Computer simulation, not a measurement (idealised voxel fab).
process module | voxel air gaps
cross-section cut | 275 nm wide | cells 5 nm
A cross-section is a grid of square cells, given in bands from the top down. A band is one or more rows of cells.
Each band's line starts with the height of the band's top and of its bottom, in nm. Then come its materials from left to right, each with its width in nm. One material with "throughout" fills the band from edge to edge. "air" is empty space.
Height 0 is the level under which the wafer as received is all one material. The lowest band goes on downwards, as in "0 down".
A width such as "30 to 40" changes by the same amount from each row of cells to the next, from the band's top row to its bottom row.
"no change" after a step means that no cell of the cross-section changed.
closed voids: empty space of 8 cells or more with no open way to the top, each as width x height at its distance from the left edge, in nm
after a step's settings: what the simulator itself notes on the step
overlay nm, on a step with a mask: how far to the right of its planned place the mask lay; to the left if negative
plan
1 op RECEIVE | material Si
2 op CONFORMAL_DEP | material SiO2 | thk nm 10
3 op CONFORMAL_DEP | material SiCN | thk nm 5
4 op DIRECTIONAL_DEP | material SiO2 | thk nm 40
5 op DIRECTIONAL_DEP | material aC | thk nm 10
6 op PATTERN | tone open | mask id LINES | material resist | width nm 25 | pitch nm 55 | thk nm 30 | overlay nm 0
7 op DIRECTIONAL_ETCH | etch materials aC | depth nm 10
8 op STRIP | etch materials resist
9 op DIRECTIONAL_ETCH | etch materials SiO2 | depth nm 40
10 op STRIP | etch materials aC
11 op CONFORMAL_DEP | material TiN | thk nm 5
12 op FILL_DEP | material Ru | thk nm 10
13 op CMP | height nm 55
14 op EPI | material Ru | thk nm 10
15 op SELECTIVE_ETCH | etch materials SiO2 | depth nm 50
16 op CONFORMAL_DEP | material SiCN | thk nm 5
first wafer, as planned
as received, after step 1
  0 down: Si throughout
  closed voids: none
after step 2
  10 to 0: SiO2 throughout
  below 0: unchanged
after step 3
  15 to 10: SiCN throughout
  below 10: unchanged
after step 4
  55 to 15: SiO2 throughout
  below 15: unchanged
after step 5
  65 to 55: aC throughout
  below 55: unchanged
after step 6
  95 to 65: resist 70 | air 25 | resist 30 | air 25 | resist 30 | air 25 | resist 70
  below 65: unchanged
after step 7
  85 to 65: resist 70 | air 25 | resist 30 | air 25 | resist 30 | air 25 | resist 70
  65 to 55: aC 70 | air 25 | aC 30 | air 25 | aC 30 | air 25 | aC 70
  below 55: unchanged
after step 8
  65 to 55: aC 70 | air 25 | aC 30 | air 25 | aC 30 | air 25 | aC 70
  below 55: unchanged
after step 9
  65 to 55: aC 70 | air 25 | aC 30 | air 25 | aC 30 | air 25 | aC 70
  55 to 15: SiO2 70 | air 25 | SiO2 30 | air 25 | SiO2 30 | air 25 | SiO2 70
  below 15: unchanged
after step 10
  55 to 15: SiO2 70 | air 25 | SiO2 30 | air 25 | SiO2 30 | air 25 | SiO2 70
  below 15: unchanged
after step 11
  60 to 55: TiN 75 | air 15 | TiN 40 | air 15 | TiN 40 | air 15 | TiN 75
  55 to 20: SiO2 70 | TiN 5 | air 15 | TiN 5 | SiO2 30 | TiN 5 | air 15 | TiN 5 | SiO2 30 | TiN 5 | air 15 | TiN 5 | SiO2 70
  20 to 15: SiO2 70 | TiN 25 | SiO2 30 | TiN 25 | SiO2 30 | TiN 25 | SiO2 70
  below 15: unchanged
after step 12
  70 to 60: Ru throughout
  60 to 55: TiN 75 | Ru 15 | TiN 40 | Ru 15 | TiN 40 | Ru 15 | TiN 75
  55 to 20: SiO2 70 | TiN 5 | Ru 15 | TiN 5 | SiO2 30 | TiN 5 | Ru 15 | TiN 5 | SiO2 30 | TiN 5 | Ru 15 | TiN 5 | SiO2 70
  below 20: unchanged
after step 13
  55 to 20: SiO2 70 | TiN 5 | Ru 15 | TiN 5 | SiO2 30 | TiN 5 | Ru 15 | TiN 5 | SiO2 30 | TiN 5 | Ru 15 | TiN 5 | SiO2 70
  below 20: unchanged
after step 14
  65 to 55: air 60 | Ru 45 | air 10 | Ru 45 | air 10 | Ru 45 | air 60
  below 55: unchanged
after step 15
  65 to 55: air 60 | Ru 45 | air 10 | Ru 45 | air 10 | Ru 45 | air 60
  55 to 20: air 70 | TiN 5 | Ru 15 | TiN 5 | air 30 | TiN 5 | Ru 15 | TiN 5 | air 30 | TiN 5 | Ru 15 | TiN 5 | air 70
  20 to 15: air 70 | TiN 25 | air 30 | TiN 25 | air 30 | TiN 25 | air 70
  below 15: unchanged
after step 16
  70 to 65: air 55 | SiCN 165 | air 55
  65 to 55: air 55 | SiCN 5 | Ru 45 | SiCN 10 | Ru 45 | SiCN 10 | Ru 45 | SiCN 5 | air 55
  55 to 50: air 55 | SiCN 15 | TiN 5 | Ru 15 | TiN 5 | SiCN 30 | TiN 5 | Ru 15 | TiN 5 | SiCN 30 | TiN 5 | Ru 15 | TiN 5 | SiCN 15 | air 55
  50 to 20: air 65 | SiCN 5 | TiN 5 | Ru 15 | TiN 5 | SiCN 5 | air 20 | SiCN 5 | TiN 5 | Ru 15 | TiN 5 | SiCN 5 | air 20 | SiCN 5 | TiN 5 | Ru 15 | TiN 5 | SiCN 5 | air 65
  20 to 15: SiCN 70 | TiN 25 | SiCN 30 | TiN 25 | SiCN 30 | TiN 25 | SiCN 70
  below 15: unchanged
  closed voids: 20 x 30 at 100; 20 x 30 at 155
second wafer: like start, like plan, one mistake. Through step 13 it matches the first wafer
when step 14 should have ended
  75 to 55: air 50 | Ru 175 | air 50
  below 55: unchanged
when step 15 should have ended
  75 to 55: air 50 | Ru 175 | air 50
  55 to 20: air 70 | TiN 5 | Ru 15 | TiN 5 | SiO2 30 | TiN 5 | Ru 15 | TiN 5 | SiO2 30 | TiN 5 | Ru 15 | TiN 5 | air 70
  20 to 15: air 70 | TiN 25 | SiO2 30 | TiN 25 | SiO2 30 | TiN 25 | air 70
  below 15: unchanged
when step 16 should have ended
  80 to 75: air 45 | SiCN 185 | air 45
  75 to 55: air 45 | SiCN 5 | Ru 175 | SiCN 5 | air 45
  55 to 50: air 45 | SiCN 25 | TiN 5 | Ru 15 | TiN 5 | SiO2 30 | TiN 5 | Ru 15 | TiN 5 | SiO2 30 | TiN 5 | Ru 15 | TiN 5 | SiCN 25 | air 45
  50 to 20: air 65 | SiCN 5 | TiN 5 | Ru 15 | TiN 5 | SiO2 30 | TiN 5 | Ru 15 | TiN 5 | SiO2 30 | TiN 5 | Ru 15 | TiN 5 | SiCN 5 | air 65
  20 to 15: SiCN 70 | TiN 25 | SiO2 30 | TiN 25 | SiO2 30 | TiN 25 | SiCN 70
  below 15: unchanged
what went wrong: step 14 was run twice
at the end the second wafer has, in cells: 86 more of Ru | 44 fewer of SiCN | 96 more of SiO2
closed voids at the end (first wafer, second wafer): 2, 0
